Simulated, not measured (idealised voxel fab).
The following is a process module called voxel gate over fins.
Cross-section cut: width 300 nm, square cells of 5 nm.
Heads up, the way a cross-section reads in here is a grid of square cells, handed over as bands from the top down, with every band being one or more rows of cells. What a band's entry tells you: where the top is and where the bottom is, as heights in nm, and after that what lies inside, material by material from left to right, each with its width in nm. Empty space is written as the word "air", and a single material marked with the word "throughout" occupies the band from edge to edge. Heights are reckoned from 0. Under this level, the received wafer is all of one material. The bottommost band is open-ended downward, for example "0 and below". Per-row width for "30->40": begins at first number (top row of band), ends at second number (bottom row), increment between rows held constant. When a step is marked "no change occurred", none of the cells in the cross-section changed during that step. Closed void roster: empty space of 8 cells or more with no open way to the top, each as width x height at its distance from the left edge, in nm. Formally, on a step line, whatever follows the settings is a remark that the simulator itself makes on the step. The line of a step may include "overlay nm". On a step with a mask, this value is how far to the right of its planned place the mask lay. A negative value means the mask lay to the left.

Planned process steps:
- 1: RECEIVE [material Si]
- 2: CONFORMAL_DEP [material SiN] [thk nm 10]
- 3: PATTERN [tone cover] [mask id FINS] [material resist] [width nm 15] [pitch nm 45] [thk nm 20] [overlay nm 0]
- 4: DIRECTIONAL_ETCH [etch materials SiN] [depth nm 10]
- 5: DIRECTIONAL_ETCH [etch materials Si] [depth nm 40]
- 6: STRIP [etch materials resist]
- 7: OXIDIZE [depth nm 5]
- 8: FILL_DEP [material SiO2] [thk nm 5]
- 9: CMP [height nm 10]
- 10: SELECTIVE_ETCH [etch materials SiO2] [depth nm 10]
- 11: STRIP [etch materials SiN]
- 12: CONFORMAL_DEP [material HfO2] [thk nm 5]
- 13: CONFORMAL_DEP [material TiN] [thk nm 5]
- 14: CONFORMAL_DEP [material TiAl] [thk nm 5]
- 15: CONFORMAL_DEP [material TiN] [thk nm 5]
- 16: FILL_DEP [material W] [thk nm 10]
- 17: CMP [height nm 25]
- 18: CONFORMAL_DEP [material SiN] [thk nm 5]
All wafers enter the flow in the same state. The depth nm at step 10 differs from wafer to wafer, and the plan gives the value for the first wafer.

The first of several wafers in cross-section, exactly as it reached us after step 1:
* 0 and below  Si throughout
* Closed void roster: none

Cross-section of the first of several wafers, taken after step 18, where the module ends:
* 30 down to 25  SiN throughout
* 25 down to 20  W throughout
* 20 down to 15  TiN throughout
* 15 down to 10  TiAl throughout
* 10 down to 5  TiN throughout
* 5 down to 0  HfO2 throughout
* 0 down to -45  125 SiO2  5 Si  40 SiO2  5 Si  125 SiO2
* -45 and below  Si throughout
* Closed void roster: none

Cross-section of the final wafer among several, taken at the end of the module:
* 30 down to 25  SiN throughout
* 25 down to 20  W throughout
* 20 down to 15  105 W  90 TiN  105 W
* 15 down to 10  105 W  5 TiN  35 TiAl  10 TiN  35 TiAl  5 TiN  105 W
* 10 down to 5  105 W  5 TiN  5 TiAl  25 TiN  5 TiAl  10 TiN  5 TiAl  25 TiN  5 TiAl  5 TiN  105 W
* 5 down to 0  105 W  5 TiN  5 TiAl  5 TiN  15 HfO2  5 TiN  5 TiAl  10 TiN  5 TiAl  5 TiN  15 HfO2  5 TiN  5 TiAl  5 TiN  105 W
* 0 down to -5  105 W  5 TiN  5 TiAl  5 TiN  5 HfO2  5 Si  5 HfO2  5 TiN  5 TiAl  10 TiN  5 TiAl  5 TiN  5 HfO2  5 Si  5 HfO2  5 TiN  5 TiAl  5 TiN  105 W
* -5 down to -10  110 TiN  5 TiAl  5 TiN  5 HfO2  5 Si  5 HfO2  5 TiN  5 TiAl  10 TiN  5 TiAl  5 TiN  5 HfO2  5 Si  5 HfO2  5 TiN  5 TiAl  110 TiN
* -10 down to -15  115 TiAl  5 TiN  5 HfO2  5 Si  5 HfO2  5 TiN  20 TiAl  5 TiN  5 HfO2  5 Si  5 HfO2  5 TiN  115 TiAl
* -15 down to -20  120 TiN  5 HfO2  5 Si  5 HfO2  30 TiN  5 HfO2  5 Si  5 HfO2  120 TiN
* -20 down to -25  125 HfO2  5 Si  40 HfO2  5 Si  125 HfO2
* -25 down to -45  125 SiO2  5 Si  40 SiO2  5 Si  125 SiO2
* -45 and below  Si throughout
* Closed void roster: none

Row per wafer, end-of-module: cell gain (+)/loss (-) by material since the wafer came in, then closed voids:
depth nm 10; +60 HfO2; -522 Si; +60 SiN; +522 SiO2; +60 TiAl; +120 TiN; +60 W; Closed void roster: none
depth nm 15; +64 HfO2; -522 Si; +60 SiN; +464 SiO2; +64 TiAl; +128 TiN; +102 W; Closed void roster: none
depth nm 20; +68 HfO2; -522 Si; +60 SiN; +406 SiO2; +68 TiAl; +136 TiN; +144 W; Closed void roster: none
depth nm 25; +72 HfO2; -522 Si; +60 SiN; +348 SiO2; +72 TiAl; +144 TiN; +186 W; Closed void roster: none
depth nm 30; +76 HfO2; -522 Si; +60 SiN; +290 SiO2; +76 TiAl; +152 TiN; +228 W; Closed void roster: none
depth nm 35; +80 HfO2; -522 Si; +60 SiN; +232 SiO2; +80 TiAl; +160 TiN; +270 W; Closed void roster: none
